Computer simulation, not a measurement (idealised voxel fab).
process module | voxel ribs on slabs
cross-section cut | 255 nm wide | cells 5 nm
A cross-section is a grid of square cells, given in bands from the top down. A band is one or more rows of cells.
Each band's line starts with the height of the band's top and of its bottom, in nm. Then come its materials from left to right, each with its width in nm. One material with "throughout" fills the band from edge to edge. "air" is empty space.
Height 0 is the level under which the wafer as received is all one material. The lowest band goes on downwards, as in "0 down".
A width such as "30 to 40" changes by the same amount from each row of cells to the next, from the band's top row to its bottom row.
"no change" after a step means that no cell of the cross-section changed.
closed voids: empty space of 8 cells or more with no open way to the top, each as width x height at its distance from the left edge, in nm
after a step's settings: what the simulator itself notes on the step
overlay nm, on a step with a mask: how far to the right of its planned place the mask lay; to the left if negative
plan
1 op RECEIVE | material Si
2 op DIRECTIONAL_DEP | material SiO2 | thk nm 30
3 op DIRECTIONAL_DEP | material polySi | thk nm 15
4 op MASKED_ETCH | tone cover | mask id RIB | width nm 20 | etch materials polySi | depth nm 10 | overlay nm 0
5 op DIRECTIONAL_DEP | material aC | thk nm 10
6 op PATTERN | tone cover | mask id SLAB | material resist | width nm 80 | thk nm 25 | overlay nm 0
7 op DIRECTIONAL_ETCH | etch materials aC | depth nm 10
8 op STRIP | etch materials resist
9 op DIRECTIONAL_ETCH | etch materials polySi | depth nm 5
10 op STRIP | etch materials aC
11 op FILL_DEP | material SiO2 | thk nm 20
12 op CMP | height nm 60
13 op DIRECTIONAL_DEP | material W | thk nm 10
14 op DIRECTIONAL_DEP | material aC | thk nm 15
15 op PATTERN | tone cover | mask id HEATER | material resist | width nm 30 | thk nm 30 | overlay nm 0
16 op DIRECTIONAL_ETCH | etch materials aC | depth nm 15
17 op STRIP | etch materials resist
18 op DIRECTIONAL_ETCH | etch materials W | depth nm 10
19 op STRIP | etch materials aC
20 op CONFORMAL_DEP | material SiO2 | thk nm 10
as received, after step 1
  0 down: Si throughout
  closed voids: none
first wafer at the end, as planned
  80 to 70: air 100 | SiO2 50 | air 105
  70 to 60: SiO2 110 | W 30 | SiO2 115
  60 to 45: SiO2 throughout
  45 to 35: SiO2 115 | polySi 20 | SiO2 120
  35 to 30: SiO2 85 | polySi 80 | SiO2 90
  30 to 0: SiO2 throughout
  0 down: Si throughout
  closed voids: none
second wafer at the end: like start, like plan, one mistake
  10 to 0: SiO2 throughout
  0 down: Si throughout
  closed voids: none
what went wrong: step 19 ran as: op STRIP | etch materials SiO2
at the end the second wafer has, in cells: 596 fewer of SiO2 | 12 fewer of W | 24 fewer of polySi
